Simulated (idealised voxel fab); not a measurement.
Process module heading - voxel self aligned contacts
The figure presents cross-section cut, which has a width of 300 nm and is divided into square cells with an edge length of 5 nm.
Cross-section, as written here: a square-cell grid given band by band from the top down, where a band holds one or more rows of cells.
Top, bottom (nm), then materials left to right with widths (nm); lone material tagged "edge to edge" fills the whole band edge to edge; "blank" = empty space.
Heights are measured from 0, the level below which the as-received wafer is all one material; the lowest band has no bottom and continues downward, written as in "0 nm and below".
A width given as "30..40" starts at the first number in the band's top row and ends at the second number in its bottom row, shifting by an equal amount at every step from row to row.
Given "remained unchanged" for a step, no cell of the cross-section differs between before and after that step.
In the "Sealed-off cavities" entry, you get each enclosed empty space of 8 cells or more, one with no open way to the top, written width x height at distance, distance from the left edge, in nm.
Step line, after settings: the simulator's comment on this step.
The line of a step may include "overlay nm". On a step with a mask, this value is how far to the right of its planned place the mask lay. A negative value means the mask lay to the left.
[These are the steps we planned for the process]
- 1: RECEIVE with material Si
- 2: CONFORMAL_DEP with material SiO2, thk nm 5
- 3: DIRECTIONAL_DEP with material polySi, thk nm 20
- 4: DIRECTIONAL_DEP with material SiN, thk nm 25
- 5: MASKED_ETCH with tone cover, mask id GATE, width nm 30, pitch nm 75, etch materials SiN, depth nm 25, overlay nm 0
- 6: MASKED_ETCH with tone cover, mask id GATE, width nm 30, pitch nm 75, etch materials polySi, depth nm 20, overlay nm 0
- 7: CONFORMAL_DEP with material SiN, thk nm 10
- 8: DIRECTIONAL_ETCH with etch materials SiN, depth nm 10
- 9: FILL_DEP with material SiO2, thk nm 15
- 10: CMP with height nm 60
- 11: DIRECTIONAL_DEP with material aC, thk nm 15
- 12: PATTERN with tone open, mask id CONTACT, material resist, width nm 55, thk nm 30, overlay nm 0
- 13: DIRECTIONAL_ETCH with etch materials aC, depth nm 15
- 14: STRIP with etch materials resist
- 15: DIRECTIONAL_ETCH with etch materials SiO2, depth nm 60
- 16: STRIP with etch materials aC
- 17: CONFORMAL_DEP with material TiN, thk nm 5
- 18: FILL_DEP with material W, thk nm 10
- 19: CMP with height nm 60
- 20: CONFORMAL_DEP with material SiN, thk nm 5
[As-received wafer cross-section (after step 1)]
> 0 nm and below: Si edge to edge
> Sealed-off cavities: none
[Cross-section, first of two wafers, end of module, run as planned]
> 65 nm to 60 nm: SiN edge to edge
> 60 nm to 50 nm: SiO2=120, TiN=5..20, W=45..15, TiN=5..20, SiO2=125
> 50 nm to 25 nm: SiO2=85, SiN=50, TiN=5, W=15, TiN=5, SiN=50, SiO2=90
> 25 nm to 5 nm: SiO2=85, SiN=10, polySi=30, SiN=10, TiN=5, W=15, TiN=5, SiN=10, polySi=30, SiN=10, SiO2=90
> 5 nm to 0 nm: SiO2=135, TiN=25, SiO2=140
> 0 nm and below: Si edge to edge
> Sealed-off cavities: none
[Cross-sectional image of the second wafer of the two following completion of the module. Starting state and process plan were the same as for the first wafer; one execution error occurred]
> 65 nm to 60 nm: SiN edge to edge
> 60 nm to 50 nm: SiO2=120, TiN=5..20, W=45..15, TiN=5..20, SiO2=125
> 50 nm to 30 nm: SiO2=85, SiN=50, TiN=5, W=15, TiN=5, SiN=50, SiO2=90
> 30 nm to 25 nm: SiO2=85, SiN=50, TiN=15, W=5, TiN=5, SiN=50, SiO2=90
> 25 nm to 5 nm: SiO2=85, SiN=10, polySi=40, SiN=10, TiN=5, W=5, TiN=5, SiN=10, polySi=40, SiN=10, SiO2=80
> 5 nm to 0 nm: SiO2=145, TiN=15, SiO2=140
> 0 nm and below: Si edge to edge
> Sealed-off cavities: none
Against the plan, the run slipped here: in deviation from the planned setting, step 6 was conducted as MASKED_ETCH with tone cover, mask id GATE, width nm 30, pitch nm 75, etch materials polySi, depth nm 20, overlay nm 10
Cell-count delta at end, second wafer over first, by material: -6 SiO2, -10 W, +16 polySi
